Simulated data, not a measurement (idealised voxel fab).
This section sets out a process module, namely voxel tone inversion.
The figure presents cross-section cut, which has a width of 245 nm and is divided into square cells with an edge length of 5 nm.
How to read a cross-section here: the picture is a grid of square cells, written as bands going from the top down, and any band can span one or more rows of cells.
Top, bottom (nm), then materials left to right with widths (nm); lone material tagged "everywhere" fills the whole band edge to edge; "empty" = empty space.
Counting heights begins at 0, where everything beneath is, in the wafer as received, one material. The lowest band has no bottom; it goes on downwards, as "0 and below" shows.
The two numbers in a width such as "30->40" mark its ends across the band: the first belongs to the top row of cells, the second to the bottom row, and from each row to the next the width moves by the same amount.
A step reported as "remained the same" is a step in which no cell of the cross-section changed.
"Voids lacking openings" specifies each empty space that is not open to the top and that occupies no fewer than 8 cells, using the form width x height at distance, the distance measured from the left edge and all three quantities in nm.
Heads up: the bit after the settings on a step's line is the simulator's remark on that step.
The optional step-line setting "overlay nm" applies to steps with a mask and quantifies how far to the right of its planned location the mask lay, a negative value indicating leftward placement.
### plan
| 1 | op RECEIVE | material Si |
| 2 | op CONFORMAL_DEP | material SiN | thk nm 10 |
| 3 | op DIRECTIONAL_DEP | material polySi | thk nm 15 |
| 4 | op PATTERN | tone cover | mask id POSTS | material resist | width nm 15 | pitch nm 45 | thk nm 20 | overlay nm 0 |
| 5 | op DIRECTIONAL_ETCH | etch materials polySi | depth nm 15 |
| 6 | op STRIP | etch materials resist |
| 7 | op FILL_DEP | material SiO2 | thk nm 10 |
| 8 | op CMP | height nm 25 |
| 9 | op STRIP | etch materials polySi |
| 10 | op CONFORMAL_DEP | material TiN | thk nm 5 |
| 11 | op FILL_DEP | material Cu | thk nm 5 |
| 12 | op CMP | height nm 25 |
| 13 | op CONFORMAL_DEP | material SiCN | thk nm 5 |
Be aware that, although all wafers share a common starting state, the width nm at step 4 differs among them, and the plan displays the first wafer's value.
### As-received cross-section, first of several wafers, post step 1
- 0 and below = Si everywhere
- Voids lacking openings: none
### Take any row and you have a wafer at the end of the module: how many cells of each material it has gained (+) or lost (-) since it was received, and then its closed voids
width nm 15, +6 Cu, +49 SiCN, +98 SiN, +120 SiO2, +21 TiN, Voids lacking openings: none
width nm 20, +12 Cu, +49 SiCN, +98 SiN, +111 SiO2, +24 TiN, Voids lacking openings: none
width nm 25, +18 Cu, +49 SiCN, +98 SiN, +102 SiO2, +27 TiN, Voids lacking openings: none
width nm 30, +24 Cu, +49 SiCN, +98 SiN, +93 SiO2, +30 TiN, Voids lacking openings: none
